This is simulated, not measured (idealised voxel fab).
Module name: voxel transistor to metal (process module)
We display cut, a cross-section 275 nm in width whose square cells are each 5 nm.
In this document a cross-section is written as a grid of square cells. It is given as a series of bands, listed from the top down, and a band is one or more rows of cells. First you get the band's top height and its bottom height, in nm, and then the materials it's made of, left to right, with each width in nm. If you see a single material with "full width", that one covers the band edge to edge. "blank" is empty space. Counting heights begins at 0, where everything beneath is, in the wafer as received, one material. The lowest band has no bottom; it goes on downwards, as "0 down" shows. Width "30 to 40": first value at the band's top row of cells, second value at its bottom row, equal change from row to row. For the purposes of this document, the phrase "changes: none" attached to a step denotes that no cell within the cross-section was modified by that step. Under "Enclosed cavity list" you'll find the enclosed gaps, the ones with no way out to the top, that are 8 cells or bigger; each reads width x height at distance, with distance counted from the left edge, everything in nm. Where a step's line continues beyond its settings, the continuation is a remark by the simulator itself on that step. For masked steps, "overlay nm" on the step line gives how far right of plan the mask actually lay; a minus sign means it lay to the left.
### plan
step 1: RECEIVE with material Si
step 2: OXIDIZE with depth nm 5
step 3: CONFORMAL_DEP with material SiN, thk nm 10
step 4: PATTERN with tone cover, mask id ACTIVE, material resist, width nm 105, pitch nm 135, thk nm 20, overlay nm 0
step 5: DIRECTIONAL_ETCH with etch materials SiN, depth nm 10
step 6: DIRECTIONAL_ETCH with etch materials SiO2, depth nm 5
step 7: DIRECTIONAL_ETCH with etch materials Si, depth nm 35
step 8: STRIP with etch materials resist
step 9: FILL_DEP with material SiO2, thk nm 15
step 10: CMP with height nm 10
step 11: SELECTIVE_ETCH with etch materials SiO2, depth nm 5
step 12: STRIP with etch materials SiN
step 13: SELECTIVE_ETCH with etch materials SiO2, depth nm 5
step 14: OXIDIZE with depth nm 5
step 15: DIRECTIONAL_DEP with material polySi, thk nm 30
step 16: DIRECTIONAL_DEP with material SiCN, thk nm 15
step 17: PATTERN with tone cover, mask id GATE, material resist, width nm 35, pitch nm 135, thk nm 15, overlay nm 0
step 18: DIRECTIONAL_ETCH with etch materials SiCN, depth nm 25
step 19: DIRECTIONAL_ETCH with etch materials polySi, depth nm 40
step 20: STRIP with etch materials resist
step 21: CONFORMAL_DEP with material SiO2, thk nm 5
step 22: DIRECTIONAL_ETCH with etch materials SiO2, depth nm 5
step 23: CONFORMAL_DEP with material SiN, thk nm 5
step 24: DIRECTIONAL_ETCH with etch materials SiN, depth nm 5
step 25: DIRECTIONAL_ETCH with etch materials SiO2, depth nm 5
step 26: DIRECTIONAL_ETCH with etch materials Si, depth nm 10
step 27: EPI with material nSi, thk nm 10
step 28: FILL_DEP with material SiO2, thk nm 10
step 29: CMP with height nm 25
step 30: STRIP with etch materials polySi
step 31: SELECTIVE_ETCH with etch materials SiO2, depth nm 5
step 32: CONFORMAL_DEP with material HfO2, thk nm 5
step 33: CONFORMAL_DEP with material TiN, thk nm 5
step 34: FILL_DEP with material W, thk nm 10
step 35: CMP with height nm 20
step 36: DIRECTIONAL_DEP with material SiO2, thk nm 10
step 37: PATTERN with tone open, mask id CONTACT, material resist, width nm 15, thk nm 15, overlay nm 0
step 38: DIRECTIONAL_ETCH with etch materials SiO2, depth nm 30
step 39: STRIP with etch materials resist
step 40: CONFORMAL_DEP with material TiN, thk nm 5
step 41: FILL_DEP with material W, thk nm 10
step 42: CMP with height nm 30
step 43: DIRECTIONAL_DEP with material TiN, thk nm 5
step 44: DIRECTIONAL_DEP with material Ru, thk nm 25
step 45: DIRECTIONAL_DEP with material aC, thk nm 15
step 46: PATTERN with tone cover, mask id METAL_1, material resist, width nm 15, thk nm 35, overlay nm 0
step 47: DIRECTIONAL_ETCH with etch materials aC, depth nm 15
step 48: STRIP with etch materials resist
step 49: DIRECTIONAL_ETCH with etch materials Ru, depth nm 25
step 50: DIRECTIONAL_ETCH with etch materials TiN, depth nm 5
step 51: STRIP with etch materials aC
step 52: FILL_DEP with material SiO2, thk nm 5
step 53: CMP with height nm 60
step 54: CONFORMAL_DEP with material SiCN, thk nm 5
step 55: DIRECTIONAL_DEP with material SiO2, thk nm 30
step 56: MASKED_ETCH with tone open, mask id METAL_2, width nm 15, pitch nm 135, etch materials SiO2, depth nm 15, overlay nm 0
step 57: DIRECTIONAL_DEP with material aC, thk nm 15
step 58: PATTERN with tone open, mask id METAL_2_HOLES, material resist, width nm 15, pitch nm 135, thk nm 30, overlay nm 0
step 59: DIRECTIONAL_ETCH with etch materials aC, depth nm 15
step 60: STRIP with etch materials resist
step 61: DIRECTIONAL_ETCH with etch materials SiO2, depth nm 15
step 62: DIRECTIONAL_ETCH with etch materials SiCN, depth nm 5
step 63: STRIP with etch materials aC
step 64: CONFORMAL_DEP with material TiN, thk nm 5
step 65: FILL_DEP with material Cu, thk nm 10
step 66: CMP with height nm 95
step 67: CONFORMAL_DEP with material SiN, thk nm 5
### Here's what the wafer looked like in cross-section when it arrived - that's after step 1
    0 down: Si full width
    Enclosed cavity list: none
### End-of-module cross-section. Starting structure and process plan as above; one mistake made in running it
    100 to 95: SiN full width
    95 to 65: SiO2: 20  TiN: 5  Cu: 5  TiN: 5  SiO2: 120  TiN: 5  Cu: 5  TiN: 5  SiO2: 105
    65 to 60: SiCN: 20  TiN: 15  SiCN: 120  TiN: 15  SiCN: 105
    60 to 35: SiO2: 30  Ru: 15  SiO2: 65  Ru: 15  SiO2: 40  Ru: 15  SiO2: 65  Ru: 15  SiO2: 15
    35 to 30: SiO2: 30  TiN: 15  SiO2: 65  TiN: 15  SiO2: 40  TiN: 15  SiO2: 65  TiN: 15  SiO2: 15
    30 to 20: SiO2: 20  TiN: 5  W: 5  TiN: 5  SiO2: 65  TiN: 5  W: 5  TiN: 5  SiO2: 40  TiN: 5  W: 5  TiN: 5  SiO2: 65  TiN: 5  W: 5  TiN: 5  SiO2: 25
    20 to 5: SiO2: 20  TiN: 5  W: 5  TiN: 5  SiO2: 5  SiN: 5  HfO2: 5  TiN: 5  W: 25  TiN: 5  HfO2: 5  SiN: 5  SiO2: 5  TiN: 5  W: 5  TiN: 5  SiO2: 40  TiN: 5  W: 5  TiN: 5  SiO2: 5  SiN: 5  HfO2: 5  TiN: 5  W: 25  TiN: 5  HfO2: 5  SiN: 5  SiO2: 5  TiN: 5  W: 5  TiN: 5  SiO2: 25
    5 to 0: SiO2: 20  TiN: 15  SiO2: 5  SiN: 5  HfO2: 5  TiN: 5  W: 25  TiN: 5  HfO2: 5  SiN: 5  SiO2: 5  TiN: 15  SiO2: 40  TiN: 15  SiO2: 5  SiN: 5  HfO2: 5  TiN: 5  W: 25  TiN: 5  HfO2: 5  SiN: 5  SiO2: 5  TiN: 15  SiO2: 25
    0 to -5: SiO2: 15  SiN: 5  nSi: 20  SiN: 5  HfO2: 5  TiN: 35  HfO2: 5  SiN: 5  nSi: 20  SiN: 5  SiO2: 30  SiN: 5  nSi: 20  SiN: 5  HfO2: 5  TiN: 35  HfO2: 5  SiN: 5  nSi: 20  SiN: 5  SiO2: 20
    -5 to -10: SiO2: 20  nSi: 20  SiO2: 5  HfO2: 45  SiO2: 5  nSi: 20  SiO2: 40  nSi: 20  SiO2: 5  HfO2: 45  SiO2: 5  nSi: 20  SiO2: 25
    -10 to -20: SiO2: 15  Si: 5  nSi: 20  Si: 55  nSi: 20  Si: 5  SiO2: 30  Si: 5  nSi: 20  Si: 55  nSi: 20  Si: 5  SiO2: 20
    -20 to -40: SiO2: 15  Si: 105  SiO2: 30  Si: 105  SiO2: 20
    -40 down: Si full width
    Enclosed cavity list: none
Finding, execution versus plan: the process deviated at step 46: the operation and settings actually run there were PATTERN with tone cover, mask id METAL_1, material resist, width nm 15, thk nm 35, overlay nm 10
